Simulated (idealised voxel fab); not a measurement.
voxel released beams: a process module
Pictured: cross-section cut, 285 nm wide, on a grid of 5 nm square cells.
Just so we're on the same page, the cross-sections are grids of square cells, and they're listed out in bands top to bottom, each band one or more rows deep.
Heights first: top, then bottom, in nm. Then materials, left to right, each with a width in nm. "all across" on a single material: fills the band edge to edge. "blank": empty space.
Measure heights from 0. That's the level where, below it, the as-received wafer is all one material. The lowest band is bottomless and extends downward; write it as in "0 down".
Width "30..40": first value at the band's top row of cells, second value at its bottom row, equal change from row to row.
Given "nothing got changed" for a step, no cell of the cross-section differs between before and after that step.
"Closed void inventory" contains a list of empty spaces, each no smaller than 8 cells and without an open way to the top, written in the form width x height at distance with the distance from the left edge and all three in nm.
Step line, after settings: the simulator's comment on this step.
If you see "overlay nm" on a step's line and that step has a mask, it's telling you how far right of where it was planned the mask ended up; a negative number means it went left instead.

**Here's what the planned process steps look like**
1: RECEIVE,material Si
2: CONFORMAL_DEP,material SiN,thk nm 10
3: DIRECTIONAL_DEP,material SiO2,thk nm 10
4: MASKED_ETCH,tone open,mask id ANCHOR,width nm 30,etch materials SiO2,depth nm 10,overlay nm 0
5: CONFORMAL_DEP,material polySi,thk nm 10
6: DIRECTIONAL_DEP,material aC,thk nm 15
7: PATTERN,tone cover,mask id BEAM,material resist,width nm 110,thk nm 30,overlay nm 0
8: DIRECTIONAL_ETCH,etch materials aC,depth nm 15
9: STRIP,etch materials resist
10: DIRECTIONAL_ETCH,etch materials polySi,depth nm 10
11: STRIP,etch materials aC
12: STRIP,etch materials SiO2

**Incoming wafer, cross-sectional view, post step 1**
> 0 down  Si all across
> Closed void inventory: none

**Here's the cross-section of the first of our two wafers at the end of the module - it ran as planned**
> 30 to 20  85 nm blank / 15 nm polySi / 10 nm blank / 85 nm polySi / 90 nm blank
> 20 to 10  90 nm blank / 30 nm polySi / 165 nm blank
> 10 to 0  SiN all across
> 0 down  Si all across
> Closed void inventory: none

**Wafer two, end of module, cross-section. Same start, same plan as wafer one. One mistake in the run**
> 30 to 20  85 nm blank / 15 nm polySi / 10 nm blank / 85 nm polySi / 90 nm blank
> 20 to 10  90 nm blank / 30 nm polySi / 165 nm blank
> 10 to 0  polySi all across
> 0 down  Si all across
> Closed void inventory: none
In executing the process, a mistake was made relative to the plan: in deviation from the planned setting, step 2 was conducted as CONFORMAL_DEP,material polySi,thk nm 10
Looking at both finished wafers in cells, the second ends up ahead of or behind the first on some materials: SiN -114 | polySi +114
